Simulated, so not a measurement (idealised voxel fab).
Process module heading - voxel air gaps
In the cross-section labelled cut, the width is 280 nm and each square cell is 5 nm.
When this document writes out a cross-section, it uses a grid of square cells and lists it as bands, beginning at the top and moving down, with a band standing for one or more rows of cells.
Each band's line starts with the height of the band's top and of its bottom, in nm. Then come its materials from left to right, each with its width in nm. One material with "all across" fills the band from edge to edge. "blank" is empty space.
We count height from 0. Below that, the starting wafer is all one material. The lowest band never ends at the bottom but goes on down; see "0 down" for how that is written.
Width: "30..40" (first number = top row, second number = bottom row, same change from row to row of cells).
Where the words "remains unaltered" appear for a step, the cross-section shows no cell changed by that step; every cell remained as before.
Entry "Unvented cavities" = empty spaces >= 8 cells with no open way to the top; each as width x height at distance, distance from left edge, all nm.
On a step's line, text after the settings is the simulator commenting on that step.
overlay nm: how far to the right of its planned place the mask lay on this masked step (negative: to the left).
Steps planned for the process:
1: RECEIVE [material Si]
2: CONFORMAL_DEP [material SiO2] [thk nm 15]
3: CONFORMAL_DEP [material SiCN] [thk nm 5]
4: DIRECTIONAL_DEP [material SiO2] [thk nm 30]
5: DIRECTIONAL_DEP [material aC] [thk nm 10]
6: PATTERN [tone open] [mask id LINES] [material resist] [width nm 15] [pitch nm 40] [thk nm 30] [overlay nm 0]
7: DIRECTIONAL_ETCH [etch materials aC] [depth nm 10]
8: STRIP [etch materials resist]
9: DIRECTIONAL_ETCH [etch materials SiO2] [depth nm 30]
10: STRIP [etch materials aC]
11: CONFORMAL_DEP [material TiN] [thk nm 5]
12: FILL_DEP [material Cu] [thk nm 5]
13: CMP [height nm 50]
14: EPI [material Ru] [thk nm 10]
15: SELECTIVE_ETCH [etch materials SiO2] [depth nm 40]
16: CONFORMAL_DEP [material SiCN] [thk nm 5]
This is the cross-section of the wafer as we received it, i.e. after step 1:
0 down | Si all across
Unvented cavities: none
Cross-section, first of two wafers, end of module, run as planned:
65 to 60 | blank=55  SiCN=165  blank=60
60 to 50 | blank=55  SiCN=5  Ru=35  SiCN=5  Ru=35  SiCN=5  Ru=35  SiCN=5  Ru=35  SiCN=5  blank=60
50 to 45 | blank=55  SiCN=15  TiN=5  Cu=5  TiN=5  SiCN=25  TiN=5  Cu=5  TiN=5  SiCN=25  TiN=5  Cu=5  TiN=5  SiCN=25  TiN=5  Cu=5  TiN=5  SiCN=15  blank=60
45 to 25 | blank=65  SiCN=5  TiN=5  Cu=5  TiN=5  SiCN=5  blank=15  SiCN=5  TiN=5  Cu=5  TiN=5  SiCN=5  blank=15  SiCN=5  TiN=5  Cu=5  TiN=5  SiCN=5  blank=15  SiCN=5  TiN=5  Cu=5  TiN=5  SiCN=5  blank=70
25 to 20 | SiCN=70  TiN=15  SiCN=25  TiN=15  SiCN=25  TiN=15  SiCN=25  TiN=15  SiCN=75
20 to 15 | SiCN all across
15 to 0 | SiO2 all across
0 down | Si all across
Unvented cavities: 15 x 20 at 90; 15 x 20 at 130; 15 x 20 at 170
Here's the second of our two wafers sectioned at module end. Same start as the first, same plan, but one mistake got made running it:
65 to 60 | blank=55  SiCN=165  blank=60
60 to 50 | blank=55  SiCN=5  Ru=35  SiCN=5  Ru=35  SiCN=5  Ru=35  SiCN=5  Ru=35  SiCN=5  blank=60
50 to 45 | blank=55  SiCN=15  TiN=5  Cu=5  TiN=5  SiCN=25  TiN=5  Cu=5  TiN=5  SiCN=25  TiN=5  Cu=5  TiN=5  SiCN=25  TiN=5  Cu=5  TiN=5  SiCN=15  blank=60
45 to 25 | blank=65  SiCN=5  TiN=5  Cu=5  TiN=5  SiCN=5  blank=15  SiCN=5  TiN=5  Cu=5  TiN=5  SiCN=5  blank=15  SiCN=5  TiN=5  Cu=5  TiN=5  SiCN=5  blank=15  SiCN=5  TiN=5  Cu=5  TiN=5  SiCN=5  blank=70
25 to 20 | SiCN=70  TiN=15  SiCN=25  TiN=15  SiCN=25  TiN=15  SiCN=25  TiN=15  SiCN=75
20 to 15 | SiCN all across
15 to 0 | Ru all across
0 down | Si all across
Unvented cavities: 15 x 20 at 90; 15 x 20 at 130; 15 x 20 at 170
Plan not followed: step 2 off recipe, ran as CONFORMAL_DEP [material Ru] [thk nm 15]
Final cells, second wafer relative to first, materials higher or lower: +168 Ru, -168 SiO2
